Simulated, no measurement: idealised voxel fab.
process module | voxel air gaps
For reference, the cross-section in this document is cut, with width 185 nm and square cells of 5 nm.
A cross-section is written here as square cells arranged in a grid, and it is given in bands from the top down, each band taking up one or more rows of cells.
A band entry consists of two parts. The first gives the height of the band's top and the height of its bottom, in nm. The rest lists the band's materials from left to right, each with its width in nm. A single material labelled with the word "throughout" fills the band from edge to edge, and the word "blank" marks empty space.
Zero point of the height axis is 0; under it, received wafer = one material. Lowest band: continues down indefinitely, "0 and below".
Think of "30..40" as a width that walks from the first number to the second as you go down the band, top row to bottom row, taking equal-sized steps from row to row.
Take "no alterations made" at face value: in the step it is given for, the cross-section changed in none of its cells.
Closed-off voids of 8+ cells (no open route to the top) go in "Sealed-off cavities", written width x height at distance from the left edge, in nm.
Past the settings on a step's line: simulator remark, on that step.
A step line may carry the setting "overlay nm", which, for steps involving a mask, states the distance by which the mask lay to the right of its intended position; negative values denote displacement to the left.
What follows is a series of pairs. Each pair shows a cross-section before one process step and the cross-section after it, and the after view is drawn only down to the lowest band that changed. Beneath each pair is the step that lies between the two, with its settings. Pairs may come from different runs of this module on the same starting wafer, so a pair continues from the one above it only where its entry headed "Pre-step snapshot" says so.

[Pre-step snapshot]
  0 and below | Si throughout
  Sealed-off cavities: none

[Structure After Step]
  10 down to 0 | SiO2 throughout
  Unchanged below 0.
  Sealed-off cavities: none
Can you say which step sits between the two cross-sections above? CONFORMAL_DEP | material SiO2 | thk nm 10

Pre-step snapshot: This step starts from the configuration shown after the step in the pair immediately above.

[Structure After Step]
  15 down to 10 | SiCN throughout
  Unchanged below 10.
  Sealed-off cavities: none
Can you say which step sits between the two cross-sections above? CONFORMAL_DEP | material SiCN | thk nm 5

Pre-step snapshot: This step starts from the configuration shown after the step in the pair immediately above.

[Structure After Step]
  45 down to 15 | SiO2 throughout
  Unchanged below 15.
  Sealed-off cavities: none
Can you say which step sits between the two cross-sections above? DIRECTIONAL_DEP | material SiO2 | thk nm 30

Pre-step snapshot: This step starts from the configuration shown after the step in the pair immediately above.

[Structure After Step]
  65 down to 45 | resist: 30 / blank: 20 / resist: 30 / blank: 20 / resist: 30 / blank: 20 / resist: 35
  Unchanged below 45.
  Sealed-off cavities: none
Can you say which step sits between the two cross-sections above? PATTERN | tone open | mask id LINES | material resist | width nm 20 | pitch nm 50 | thk nm 20 | overlay nm 0

Pre-step snapshot: This step starts from the configuration shown after the step in the pair immediately above.

[Structure After Step]
  65 down to 45 | resist: 30 / blank: 20 / resist: 30 / blank: 20 / resist: 30 / blank: 20 / resist: 35
  45 down to 15 | SiO2: 30 / blank: 20 / SiO2: 30 / blank: 20 / SiO2: 30 / blank: 20 / SiO2: 35
  Unchanged below 15.
  Sealed-off cavities: none
Can you say which step sits between the two cross-sections above? DIRECTIONAL_ETCH | etch materials SiO2 | depth nm 30

Pre-step snapshot: This step starts from the configuration shown after the step in the pair immediately above.

[Structure After Step]
  45 down to 15 | SiO2: 30 / blank: 20 / SiO2: 30 / blank: 20 / SiO2: 30 / blank: 20 / SiO2: 35
  Unchanged below 15.
  Sealed-off cavities: none
Can you say which step sits between the two cross-sections above? STRIP | etch materials resist

Pre-step snapshot: This step starts from the configuration shown after the step in the pair immediately above.

[Structure After Step]
  50 down to 45 | TiN: 35 / blank: 10 / TiN: 40 / blank: 10 / TiN: 40 / blank: 10 / TiN: 40
  45 down to 20 | SiO2: 30 / TiN: 5 / blank: 10 / TiN: 5 / SiO2: 30 / TiN: 5 / blank: 10 / TiN: 5 / SiO2: 30 / TiN: 5 / blank: 10 / TiN: 5 / SiO2: 35
  20 down to 15 | SiO2: 30 / TiN: 20 / SiO2: 30 / TiN: 20 / SiO2: 30 / TiN: 20 / SiO2: 35
  Unchanged below 15.
  Sealed-off cavities: none
Can you say which step sits between the two cross-sections above? CONFORMAL_DEP | material TiN | thk nm 5

Pre-step snapshot: This step starts from the configuration shown after the step in the pair immediately above.

[Structure After Step]
  55 down to 50 | Cu throughout
  50 down to 45 | TiN: 35 / Cu: 10 / TiN: 40 / Cu: 10 / TiN: 40 / Cu: 10 / TiN: 40
  45 down to 20 | SiO2: 30 / TiN: 5 / Cu: 10 / TiN: 5 / SiO2: 30 / TiN: 5 / Cu: 10 / TiN: 5 / SiO2: 30 / TiN: 5 / Cu: 10 / TiN: 5 / SiO2: 35
  Unchanged below 20.
  Sealed-off cavities: none
Can you say which step sits between the two cross-sections above? FILL_DEP | material Cu | thk nm 5

Pre-step snapshot: This step starts from the configuration shown after the step in the pair immediately above.

[Structure After Step]
  45 down to 20 | SiO2: 30 / TiN: 5 / Cu: 10 / TiN: 5 / SiO2: 30 / TiN: 5 / Cu: 10 / TiN: 5 / SiO2: 30 / TiN: 5 / Cu: 10 / TiN: 5 / SiO2: 35
  Unchanged below 20.
  Sealed-off cavities: none
Can you say which step sits between the two cross-sections above? CMP | height nm 45

Pre-step snapshot: This step starts from the configuration shown after the step in the pair immediately above.

[Structure After Step]
  55 down to 45 | blank: 20 / Ru: 40 / blank: 10 / Ru: 40 / blank: 10 / Ru: 40 / blank: 25
  Unchanged below 45.
  Sealed-off cavities: none
Can you say which step sits between the two cross-sections above? EPI | material Ru | thk nm 10

Pre-step snapshot: This step starts from the configuration shown after the step in the pair immediately above.

[Structure After Step]
  55 down to 45 | blank: 20 / Ru: 40 / blank: 10 / Ru: 40 / blank: 10 / Ru: 40 / blank: 25
  45 down to 20 | blank: 30 / TiN: 5 / Cu: 10 / TiN: 5 / blank: 30 / TiN: 5 / Cu: 10 / TiN: 5 / blank: 30 / TiN: 5 / Cu: 10 / TiN: 5 / blank: 35
  20 down to 15 | blank: 30 / TiN: 20 / blank: 30 / TiN: 20 / blank: 30 / TiN: 20 / blank: 35
  Unchanged below 15.
  Sealed-off cavities: none
Can you say which step sits between the two cross-sections above? SELECTIVE_ETCH | etch materials SiO2 | depth nm 40

Pre-step snapshot: This step starts from the configuration shown after the step in the pair immediately above.

[Structure After Step]
  60 down to 55 | blank: 15 / SiCN: 150 / blank: 20
  55 down to 45 | blank: 15 / SiCN: 5 / Ru: 40 / SiCN: 10 / Ru: 40 / SiCN: 10 / Ru: 40 / SiCN: 5 / blank: 20
  45 down to 40 | blank: 15 / SiCN: 15 / TiN: 5 / Cu: 10 / TiN: 5 / SiCN: 30 / TiN: 5 / Cu: 10 / TiN: 5 / SiCN: 30 / TiN: 5 / Cu: 10 / TiN: 5 / SiCN: 15 / blank: 20
  40 down to 20 | blank: 25 / SiCN: 5 / TiN: 5 / Cu: 10 / TiN: 5 / SiCN: 5 / blank: 20 / SiCN: 5 / TiN: 5 / Cu: 10 / TiN: 5 / SiCN: 5 / blank: 20 / SiCN: 5 / TiN: 5 / Cu: 10 / TiN: 5 / SiCN: 5 / blank: 30
  20 down to 15 | SiCN: 30 / TiN: 20 / SiCN: 30 / TiN: 20 / SiCN: 30 / TiN: 20 / SiCN: 35
  Unchanged below 15.
  Sealed-off cavities: 20 x 20 at 55; 20 x 20 at 105
Can you say which step sits between the two cross-sections above? CONFORMAL_DEP | material SiCN | thk nm 5

[Pre-step snapshot]
  10 down to 0 | SiO2 throughout
  0 and below | Si throughout
  Sealed-off cavities: none

[Structure After Step]
  40 down to 0 | SiO2 throughout
  Unchanged below 0.
  Sealed-off cavities: none
Can you say which step sits between the two cross-sections above? DIRECTIONAL_DEP | material SiO2 | thk nm 30

Pre-step snapshot: This step starts from the configuration shown after the step in the pair immediately above.

[Structure After Step]
  60 down to 40 | resist: 30 / blank: 20 / resist: 30 / blank: 20 / resist: 30 / blank: 20 / resist: 35
  Unchanged below 40.
  Sealed-off cavities: none
Can you say which step sits between the two cross-sections above? PATTERN | tone open | mask id LINES | material resist | width nm 20 | pitch nm 50 | thk nm 20 | overlay nm 0

Pre-step snapshot: This step starts from the configuration shown after the step in the pair immediately above.

[Structure After Step]
  60 down to 40 | resist: 30 / blank: 20 / resist: 30 / blank: 20 / resist: 30 / blank: 20 / resist: 35
  40 down to 10 | SiO2: 30 / blank: 20 / SiO2: 30 / blank: 20 / SiO2: 30 / blank: 20 / SiO2: 35
  Unchanged below 10.
  Sealed-off cavities: none
Can you say which step sits between the two cross-sections above? DIRECTIONAL_ETCH | etch materials SiO2 | depth nm 30

Pre-step snapshot: This step starts from the configuration shown after the step in the pair immediately above.

[Structure After Step]
  40 down to 10 | SiO2: 30 / blank: 20 / SiO2: 30 / blank: 20 / SiO2: 30 / blank: 20 / SiO2: 35
  Unchanged below 10.
  Sealed-off cavities: none
Can you say which step sits between the two cross-sections above? STRIP | etch materials resist

Pre-step snapshot: This step starts from the configuration shown after the step in the pair immediately above.

[Structure After Step]
  45 down to 40 | TiN: 35 / blank: 10 / TiN: 40 / blank: 10 / TiN: 40 / blank: 10 / TiN: 40
  40 down to 15 | SiO2: 30 / TiN: 5 / blank: 10 / TiN: 5 / SiO2: 30 / TiN: 5 / blank: 10 / TiN: 5 / SiO2: 30 / TiN: 5 / blank: 10 / TiN: 5 / SiO2: 35
  15 down to 10 | SiO2: 30 / TiN: 20 / SiO2: 30 / TiN: 20 / SiO2: 30 / TiN: 20 / SiO2: 35
  Unchanged below 10.
  Sealed-off cavities: none
Can you say which step sits between the two cross-sections above? CONFORMAL_DEP | material TiN | thk nm 5

Pre-step snapshot: This step starts from the configuration shown after the step in the pair immediately above.

[Structure After Step]
  50 down to 45 | Cu throughout
  45 down to 40 | TiN: 35 / Cu: 10 / TiN: 40 / Cu: 10 / TiN: 40 / Cu: 10 / TiN: 40
  40 down to 15 | SiO2: 30 / TiN: 5 / Cu: 10 / TiN: 5 / SiO2: 30 / TiN: 5 / Cu: 10 / TiN: 5 / SiO2: 30 / TiN: 5 / Cu: 10 / TiN: 5 / SiO2: 35
  Unchanged below 15.
  Sealed-off cavities: none
Can you say which step sits between the two cross-sections above? FILL_DEP | material Cu | thk nm 5

Pre-step snapshot: This step starts from the configuration shown after the step in the pair immediately above.

[Structure After Step]
  45 down to 40 | TiN: 35 / Cu: 10 / TiN: 40 / Cu: 10 / TiN: 40 / Cu: 10 / TiN: 40
  Unchanged below 40.
  Sealed-off cavities: none
Can you say which step sits between the two cross-sections above? CMP | height nm 45

Pre-step snapshot: This step starts from the configuration shown after the step in the pair immediately above.

[Structure After Step]
  55 down to 45 | Ru throughout
  Unchanged below 45.
  Sealed-off cavities: none
Can you say which step sits between the two cross-sections above? EPI | material Ru | thk nm 10

Pre-step snapshot: This step starts from the configuration shown after the step in the pair immediately above.

[Structure After Step]
  60 down to 55 | SiCN throughout
  Unchanged below 55.
  Sealed-off cavities: none
Can you say which step sits between the two cross-sections above? CONFORMAL_DEP | material SiCN | thk nm 5

[Pre-step snapshot]
  55 down to 45 | blank: 20 / Ru: 40 / blank: 10 / Ru: 40 / blank: 10 / Ru: 40 / blank: 25
  45 down to 20 | SiO2: 30 / TiN: 5 / Cu: 10 / TiN: 5 / SiO2: 30 / TiN: 5 / Cu: 10 / TiN: 5 / SiO2: 30 / TiN: 5 / Cu: 10 / TiN: 5 / SiO2: 35
  20 down to 15 | SiO2: 30 / TiN: 20 / SiO2: 30 / TiN: 20 / SiO2: 30 / TiN: 20 / SiO2: 35
  15 down to 10 | SiCN throughout
  10 down to 0 | SiO2 throughout
  0 and below | Si throughout
  Sealed-off cavities: none

[Structure After Step]
  65 down to 45 | blank: 10 / Ru: 160 / blank: 15
  Unchanged below 45.
  Sealed-off cavities: none
Can you say which step sits between the two cross-sections above? EPI | material Ru | thk nm 10

Pre-step snapshot: This step starts from the configuration shown after the step in the pair immediately above.

[Structure After Step]
  65 down to 45 | blank: 10 / Ru: 160 / blank: 15
  45 down to 20 | blank: 30 / TiN: 5 / Cu: 10 / TiN: 5 / SiO2: 30 / TiN: 5 / Cu: 10 / TiN: 5 / SiO2: 30 / TiN: 5 / Cu: 10 / TiN: 5 / blank: 35
  20 down to 15 | blank: 30 / TiN: 20 / SiO2: 30 / TiN: 20 / SiO2: 30 / TiN: 20 / blank: 35
  Unchanged below 15.
  Sealed-off cavities: none
Can you say which step sits between the two cross-sections above? SELECTIVE_ETCH | etch materials SiO2 | depth nm 40

Pre-step snapshot: This step starts from the configuration shown after the step in the pair immediately above.

[Structure After Step]
  70 down to 65 | blank: 5 / SiCN: 170 / blank: 10
  65 down to 45 | blank: 5 / SiCN: 5 / Ru: 160 / SiCN: 5 / blank: 10
  45 down to 40 | blank: 5 / SiCN: 25 / TiN: 5 / Cu: 10 / TiN: 5 / SiO2: 30 / TiN: 5 / Cu: 10 / TiN: 5 / SiO2: 30 / TiN: 5 / Cu: 10 / TiN: 5 / SiCN: 25 / blank: 10
  40 down to 20 | blank: 25 / SiCN: 5 / TiN: 5 / Cu: 10 / TiN: 5 / SiO2: 30 / TiN: 5 / Cu: 10 / TiN: 5 / SiO2: 30 / TiN: 5 / Cu: 10 / TiN: 5 / SiCN: 5 / blank: 30
  20 down to 15 | SiCN: 30 / TiN: 20 / SiO2: 30 / TiN: 20 / SiO2: 30 / TiN: 20 / SiCN: 35
  Unchanged below 15.
  Sealed-off cavities: none
Can you say which step sits between the two cross-sections above? CONFORMAL_DEP | material SiCN | thk nm 5

[Pre-step snapshot]
  40 down to 0 | SiO2 throughout
  0 and below | Si throughout
  Sealed-off cavities: none

[Structure After Step]
  45 down to 40 | SiCN throughout
  Unchanged below 40.
  Sealed-off cavities: none
Can you say which step sits between the two cross-sections above? CONFORMAL_DEP | material SiCN | thk nm 5

Pre-step snapshot: This step starts from the configuration shown after the step in the pair immediately above.

[Structure After Step]
  65 down to 45 | resist: 30 / blank: 20 / resist: 30 / blank: 20 / resist: 30 / blank: 20 / resist: 35
  Unchanged below 45.
  Sealed-off cavities: none
Can you say which step sits between the two cross-sections above? PATTERN | tone open | mask id LINES | material resist | width nm 20 | pitch nm 50 | thk nm 20 | overlay nm 0

Pre-step snapshot: This step starts from the configuration shown after the step in the pair immediately above.

[Structure After Step]
  45 down to 40 | SiCN throughout
  Unchanged below 40.
  Sealed-off cavities: none
Can you say which step sits between the two cross-sections above? STRIP | etch materials resist

Pre-step snapshot: This step starts from the configuration shown after the step in the pair immediately above.

[Structure After Step]
  50 down to 45 | TiN throughout
  Unchanged below 45.
  Sealed-off cavities: none
Can you say which step sits between the two cross-sections above? CONFORMAL_DEP | material TiN | thk nm 5

Pre-step snapshot: This step starts from the configuration shown after the step in the pair immediately above.

[Structure After Step]
  55 down to 50 | Cu throughout
  Unchanged below 50.
  Sealed-off cavities: none
Can you say which step sits between the two cross-sections above? FILL_DEP | material Cu | thk nm 5

Pre-step snapshot: This step starts from the configuration shown after the step in the pair immediately above.

[Structure After Step]
  45 down to 40 | SiCN throughout
  Unchanged below 40.
  Sealed-off cavities: none
Can you say which step sits between the two cross-sections above? CMP | height nm 45

Pre-step snapshot: This step starts from the configuration shown after the step in the pair immediately above.

[Structure After Step]
  50 down to 40 | SiCN throughout
  Unchanged below 40.
  Sealed-off cavities: none
Can you say which step sits between the two cross-sections above? CONFORMAL_DEP | material SiCN | thk nm 5

[Pre-step snapshot]
  55 down to 50 | Cu throughout
  50 down to 45 | TiN: 35 / Cu: 10 / TiN: 40 / Cu: 10 / TiN: 40 / Cu: 10 / TiN: 40
  45 down to 20 | SiO2: 30 / TiN: 5 / Cu: 10 / TiN: 5 / SiO2: 30 / TiN: 5 / Cu: 10 / TiN: 5 / SiO2: 30 / TiN: 5 / Cu: 10 / TiN: 5 / SiO2: 35
  20 down to 15 | SiO2: 30 / TiN: 20 / SiO2: 30 / TiN: 20 / SiO2: 30 / TiN: 20 / SiO2: 35
  15 down to 10 | SiCN throughout
  10 down to 0 | SiO2 throughout
  0 and below | Si throughout
  Sealed-off cavities: none

[Structure After Step]
  40 down to 20 | SiO2: 30 / TiN: 5 / Cu: 10 / TiN: 5 / SiO2: 30 / TiN: 5 / Cu: 10 / TiN: 5 / SiO2: 30 / TiN: 5 / Cu: 10 / TiN: 5 / SiO2: 35
  Unchanged below 20.
  Sealed-off cavities: none
Can you say which step sits between the two cross-sections above? CMP | height nm 40

Pre-step snapshot: This step starts from the configuration shown after the step in the pair immediately above.

[Structure After Step]
  50 down to 40 | blank: 20 / Ru: 40 / blank: 10 / Ru: 40 / blank: 10 / Ru: 40 / blank: 25
  Unchanged below 40.
  Sealed-off cavities: none
Can you say which step sits between the two cross-sections above? EPI | material Ru | thk nm 10

Pre-step snapshot: This step starts from the configuration shown after the step in the pair immediately above.

[Structure After Step]
  50 down to 40 | blank: 20 / Ru: 40 / blank: 10 / Ru: 40 / blank: 10 / Ru: 40 / blank: 25
  40 down to 20 | blank: 30 / TiN: 5 / Cu: 10 / TiN: 5 / blank: 30 / TiN: 5 / Cu: 10 / TiN: 5 / blank: 30 / TiN: 5 / Cu: 10 / TiN: 5 / blank: 35
  20 down to 15 | blank: 30 / TiN: 20 / blank: 30 / TiN: 20 / blank: 30 / TiN: 20 / blank: 35
  Unchanged below 15.
  Sealed-off cavities: none
Can you say which step sits between the two cross-sections above? SELECTIVE_ETCH | etch materials SiO2 | depth nm 40

Pre-step snapshot: This step starts from the configuration shown after the step in the pair immediately above.

[Structure After Step]
  55 down to 50 | blank: 15 / SiCN: 150 / blank: 20
  50 down to 40 | blank: 15 / SiCN: 5 / Ru: 40 / SiCN: 10 / Ru: 40 / SiCN: 10 / Ru: 40 / SiCN: 5 / blank: 20
  40 down to 35 | blank: 15 / SiCN: 15 / TiN: 5 / Cu: 10 / TiN: 5 / SiCN: 30 / TiN: 5 / Cu: 10 / TiN: 5 / SiCN: 30 / TiN: 5 / Cu: 10 / TiN: 5 / SiCN: 15 / blank: 20
  35 down to 20 | blank: 25 / SiCN: 5 / TiN: 5 / Cu: 10 / TiN: 5 / SiCN: 5 / blank: 20 / SiCN: 5 / TiN: 5 / Cu: 10 / TiN: 5 / SiCN: 5 / blank: 20 / SiCN: 5 / TiN: 5 / Cu: 10 / TiN: 5 / SiCN: 5 / blank: 30
  20 down to 15 | SiCN: 30 / TiN: 20 / SiCN: 30 / TiN: 20 / SiCN: 30 / TiN: 20 / SiCN: 35
  Unchanged below 15.
  Sealed-off cavities: 20 x 15 at 55; 20 x 15 at 105
Can you say which step sits between the two cross-sections above? CONFORMAL_DEP | material SiCN | thk nm 5

[Pre-step snapshot]
  45 down to 15 | SiO2 throughout
  15 down to 10 | SiCN throughout
  10 down to 0 | SiO2 throughout
  0 and below | Si throughout
  Sealed-off cavities: none

[Structure After Step]
  65 down to 45 | resist: 35 / blank: 15 / resist: 35 / blank: 15 / resist: 35 / blank: 15 / resist: 35
  Unchanged below 45.
  Sealed-off cavities: none
Can you say which step sits between the two cross-sections above? PATTERN | tone open | mask id LINES | material resist | width nm 15 | pitch nm 50 | thk nm 20 | overlay nm 0

Pre-step snapshot: This step starts from the configuration shown after the step in the pair immediately above.

[Structure After Step]
  65 down to 45 | resist: 35 / blank: 15 / resist: 35 / blank: 15 / resist: 35 / blank: 15 / resist: 35
  45 down to 15 | SiO2: 35 / blank: 15 / SiO2: 35 / blank: 15 / SiO2: 35 / blank: 15 / SiO2: 35
  Unchanged below 15.
  Sealed-off cavities: none
Can you say which step sits between the two cross-sections above? DIRECTIONAL_ETCH | etch materials SiO2 | depth nm 30

Pre-step snapshot: This step starts from the configuration shown after the step in the pair immediately above.

[Structure After Step]
  45 down to 15 | SiO2: 35 / blank: 15 / SiO2: 35 / blank: 15 / SiO2: 35 / blank: 15 / SiO2: 35
  Unchanged below 15.
  Sealed-off cavities: none
Can you say which step sits between the two cross-sections above? STRIP | etch materials resist

Pre-step snapshot: This step starts from the configuration shown after the step in the pair immediately above.

[Structure After Step]
  50 down to 45 | TiN: 40 / blank: 5 / TiN: 45 / blank: 5 / TiN: 45 / blank: 5 / TiN: 40
  45 down to 20 | SiO2: 35 / TiN: 5 / blank: 5 / TiN: 5 / SiO2: 35 / TiN: 5 / blank: 5 / TiN: 5 / SiO2: 35 / TiN: 5 / blank: 5 / TiN: 5 / SiO2: 35
  20 down to 15 | SiO2: 35 / TiN: 15 / SiO2: 35 / TiN: 15 / SiO2: 35 / TiN: 15 / SiO2: 35
  Unchanged below 15.
  Sealed-off cavities: none
Can you say which step sits between the two cross-sections above? CONFORMAL_DEP | material TiN | thk nm 5

Pre-step snapshot: This step starts from the configuration shown after the step in the pair immediately above.

[Structure After Step]
  55 down to 50 | Cu throughout
  50 down to 45 | TiN: 40 / Cu: 5 / TiN: 45 / Cu: 5 / TiN: 45 / Cu: 5 / TiN: 40
  45 down to 20 | SiO2: 35 / TiN: 5 / Cu: 5 / TiN: 5 / SiO2: 35 / TiN: 5 / Cu: 5 / TiN: 5 / SiO2: 35 / TiN: 5 / Cu: 5 / TiN: 5 / SiO2: 35
  Unchanged below 20.
  Sealed-off cavities: none
Can you say which step sits between the two cross-sections above? FILL_DEP | material Cu | thk nm 5

Pre-step snapshot: This step starts from the configuration shown after the step in the pair immediately above.

[Structure After Step]
  45 down to 20 | SiO2: 35 / TiN: 5 / Cu: 5 / TiN: 5 / SiO2: 35 / TiN: 5 / Cu: 5 / TiN: 5 / SiO2: 35 / TiN: 5 / Cu: 5 / TiN: 5 / SiO2: 35
  Unchanged below 20.
  Sealed-off cavities: none
Can you say which step sits between the two cross-sections above? CMP | height nm 45

Pre-step snapshot: This step starts from the configuration shown after the step in the pair immediately above.

[Structure After Step]
  55 down to 45 | blank: 25 / Ru: 35 / blank: 15 / Ru: 35 / blank: 15 / Ru: 35 / blank: 25
  Unchanged below 45.
  Sealed-off cavities: none
Can you say which step sits between the two cross-sections above? EPI | material Ru | thk nm 10

Pre-step snapshot: This step starts from the configuration shown after the step in the pair immediately above.

[Structure After Step]
  55 down to 45 | blank: 25 / Ru: 35 / blank: 15 / Ru: 35 / blank: 15 / Ru: 35 / blank: 25
  45 down to 20 | blank: 35 / TiN: 5 / Cu: 5 / TiN: 5 / blank: 35 / TiN: 5 / Cu: 5 / TiN: 5 / blank: 35 / TiN: 5 / Cu: 5 / TiN: 5 / blank: 35
  20 down to 15 | blank: 35 / TiN: 15 / blank: 35 / TiN: 15 / blank: 35 / TiN: 15 / blank: 35
  Unchanged below 15.
  Sealed-off cavities: none
Can you say which step sits between the two cross-sections above? SELECTIVE_ETCH | etch materials SiO2 | depth nm 40

Pre-step snapshot: This step starts from the configuration shown after the step in the pair immediately above.

[Structure After Step]
  60 down to 55 | blank: 20 / SiCN: 45 / blank: 5 / SiCN: 45 / blank: 5 / SiCN: 45 / blank: 20
  55 down to 45 | blank: 20 / SiCN: 5 / Ru: 35 / SiCN: 5 / blank: 5 / SiCN: 5 / Ru: 35 / SiCN: 5 / blank: 5 / SiCN: 5 / Ru: 35 / SiCN: 5 / blank: 20
  45 down to 40 | blank: 20 / SiCN: 15 / TiN: 5 / Cu: 5 / TiN: 5 / SiCN: 15 / blank: 5 / SiCN: 15 / TiN: 5 / Cu: 5 / TiN: 5 / SiCN: 15 / blank: 5 / SiCN: 15 / TiN: 5 / Cu: 5 / TiN: 5 / SiCN: 15 / blank: 20
  40 down to 20 | blank: 30 / SiCN: 5 / TiN: 5 / Cu: 5 / TiN: 5 / SiCN: 5 / blank: 25 / SiCN: 5 / TiN: 5 / Cu: 5 / TiN: 5 / SiCN: 5 / blank: 25 / SiCN: 5 / TiN: 5 / Cu: 5 / TiN: 5 / SiCN: 5 / blank: 30
  20 down to 15 | SiCN: 35 / TiN: 15 / SiCN: 35 / TiN: 15 / SiCN: 35 / TiN: 15 / SiCN: 35
  Unchanged below 15.
  Sealed-off cavities: none
Can you say which step sits between the two cross-sections above? CONFORMAL_DEP | material SiCN | thk nm 5

[Pre-step snapshot]
  45 down to 15 | SiO2 throughout
  15 down to 10 | SiCN throughout
  10 down to 0 | SiO2 throughout
  0 and below | Si throughout
  Sealed-off cavities: none

[Structure After Step]
  65 down to 45 | resist: 35 / blank: 20 / resist: 30 / blank: 20 / resist: 30 / blank: 20 / resist: 30
  Unchanged below 45.
  Sealed-off cavities: none
Can you say which step sits between the two cross-sections above? PATTERN | tone open | mask id LINES | material resist | width nm 20 | pitch nm 50 | thk nm 20 | overlay nm 5

Pre-step snapshot: This step starts from the configuration shown after the step in the pair immediately above.

[Structure After Step]
  65 down to 45 | resist: 35 / blank: 20 / resist: 30 / blank: 20 / resist: 30 / blank: 20 / resist: 30
  45 down to 15 | SiO2: 35 / blank: 20 / SiO2: 30 / blank: 20 / SiO2: 30 / blank: 20 / SiO2: 30
  Unchanged below 15.
  Sealed-off cavities: none
Can you say which step sits between the two cross-sections above? DIRECTIONAL_ETCH | etch materials SiO2 | depth nm 30

Pre-step snapshot: This step starts from the configuration shown after the step in the pair immediately above.

[Structure After Step]
  45 down to 15 | SiO2: 35 / blank: 20 / SiO2: 30 / blank: 20 / SiO2: 30 / blank: 20 / SiO2: 30
  Unchanged below 15.
  Sealed-off cavities: none
Can you say which step sits between the two cross-sections above? STRIP | etch materials resist

Pre-step snapshot: This step starts from the configuration shown after the step in the pair immediately above.

[Structure After Step]
  50 down to 45 | TiN: 40 / blank: 10 / TiN: 40 / blank: 10 / TiN: 40 / blank: 10 / TiN: 35
  45 down to 20 | SiO2: 35 / TiN: 5 / blank: 10 / TiN: 5 / SiO2: 30 / TiN: 5 / blank: 10 / TiN: 5 / SiO2: 30 / TiN: 5 / blank: 10 / TiN: 5 / SiO2: 30
  20 down to 15 | SiO2: 35 / TiN: 20 / SiO2: 30 / TiN: 20 / SiO2: 30 / TiN: 20 / SiO2: 30
  Unchanged below 15.
  Sealed-off cavities: none
Can you say which step sits between the two cross-sections above? CONFORMAL_DEP | material TiN | thk nm 5

Pre-step snapshot: This step starts from the configuration shown after the step in the pair immediately above.

[Structure After Step]
  55 down to 50 | Cu throughout
  50 down to 45 | TiN: 40 / Cu: 10 / TiN: 40 / Cu: 10 / TiN: 40 / Cu: 10 / TiN: 35
  45 down to 20 | SiO2: 35 / TiN: 5 / Cu: 10 / TiN: 5 / SiO2: 30 / TiN: 5 / Cu: 10 / TiN: 5 / SiO2: 30 / TiN: 5 / Cu: 10 / TiN: 5 / SiO2: 30
  Unchanged below 20.
  Sealed-off cavities: none
Can you say which step sits between the two cross-sections above? FILL_DEP | material Cu | thk nm 5

Pre-step snapshot: This step starts from the configuration shown after the step in the pair immediately above.

[Structure After Step]
  45 down to 20 | SiO2: 35 / TiN: 5 / Cu: 10 / TiN: 5 / SiO2: 30 / TiN: 5 / Cu: 10 / TiN: 5 / SiO2: 30 / TiN: 5 / Cu: 10 / TiN: 5 / SiO2: 30
  Unchanged below 20.
  Sealed-off cavities: none
Can you say which step sits between the two cross-sections above? CMP | height nm 45

Pre-step snapshot: This step starts from the configuration shown after the step in the pair immediately above.

[Structure After Step]
  55 down to 45 | blank: 25 / Ru: 40 / blank: 10 / Ru: 40 / blank: 10 / Ru: 40 / blank: 20
  Unchanged below 45.
  Sealed-off cavities: none
Can you say which step sits between the two cross-sections above? EPI | material Ru | thk nm 10

Pre-step snapshot: This step starts from the configuration shown after the step in the pair immediately above.

[Structure After Step]
  55 down to 45 | blank: 25 / Ru: 40 / blank: 10 / Ru: 40 / blank: 10 / Ru: 40 / blank: 20
  45 down to 20 | blank: 35 / TiN: 5 / Cu: 10 / TiN: 5 / blank: 30 / TiN: 5 / Cu: 10 / TiN: 5 / blank: 30 / TiN: 5 / Cu: 10 / TiN: 5 / blank: 30
  20 down to 15 | blank: 35 / TiN: 20 / blank: 30 / TiN: 20 / blank: 30 / TiN: 20 / blank: 30
  Unchanged below 15.
  Sealed-off cavities: none
Can you say which step sits between the two cross-sections above? SELECTIVE_ETCH | etch materials SiO2 | depth nm 40

Pre-step snapshot: This step starts from the configuration shown after the step in the pair immediately above.

[Structure After Step]
  60 down to 55 | blank: 20 / SiCN: 150 / blank: 15
  55 down to 45 | blank: 20 / SiCN: 5 / Ru: 40 / SiCN: 10 / Ru: 40 / SiCN: 10 / Ru: 40 / SiCN: 5 / blank: 15
  45 down to 40 | blank: 20 / SiCN: 15 / TiN: 5 / Cu: 10 / TiN: 5 / SiCN: 30 / TiN: 5 / Cu: 10 / TiN: 5 / SiCN: 30 / TiN: 5 / Cu: 10 / TiN: 5 / SiCN: 15 / blank: 15
  40 down to 20 | blank: 30 / SiCN: 5 / TiN: 5 / Cu: 10 / TiN: 5 / SiCN: 5 / blank: 20 / SiCN: 5 / TiN: 5 / Cu: 10 / TiN: 5 / SiCN: 5 / blank: 20 / SiCN: 5 / TiN: 5 / Cu: 10 / TiN: 5 / SiCN: 5 / blank: 25
  20 down to 15 | SiCN: 35 / TiN: 20 / SiCN: 30 / TiN: 20 / SiCN: 30 / TiN: 20 / SiCN: 30
  Unchanged below 15.
  Sealed-off cavities: 20 x 20 at 60; 20 x 20 at 110
Can you say which step sits between the two cross-sections above? CONFORMAL_DEP | material SiCN | thk nm 5

[Pre-step snapshot]
  10 down to 0 | SiO2 throughout
  0 and below | Si throughout
  Sealed-off cavities: none

[Structure After Step]
  15 down to 10 | Ru throughout
  Unchanged below 10.
  Sealed-off cavities: none
Can you say which step sits between the two cross-sections above? CONFORMAL_DEP | material Ru | thk nm 5

Pre-step snapshot: This step starts from the configuration shown after the step in the pair immediately above.

[Structure After Step]
  45 down to 15 | SiO2 throughout
  Unchanged below 15.
  Sealed-off cavities: none
Can you say which step sits between the two cross-sections above? DIRECTIONAL_DEP | material SiO2 | thk nm 30

Pre-step snapshot: This step starts from the configuration shown after the step in the pair immediately above.

[Structure After Step]
  65 down to 45 | resist: 30 / blank: 20 / resist: 30 / blank: 20 / resist: 30 / blank: 20 / resist: 35
  Unchanged below 45.
  Sealed-off cavities: none
Can you say which step sits between the two cross-sections above? PATTERN | tone open | mask id LINES | material resist | width nm 20 | pitch nm 50 | thk nm 20 | overlay nm 0

Pre-step snapshot: This step starts from the configuration shown after the step in the pair immediately above.

[Structure After Step]
  65 down to 45 | resist: 30 / blank: 20 / resist: 30 / blank: 20 / resist: 30 / blank: 20 / resist: 35
  45 down to 15 | SiO2: 30 / blank: 20 / SiO2: 30 / blank: 20 / SiO2: 30 / blank: 20 / SiO2: 35
  Unchanged below 15.
  Sealed-off cavities: none
Can you say which step sits between the two cross-sections above? DIRECTIONAL_ETCH | etch materials SiO2 | depth nm 30
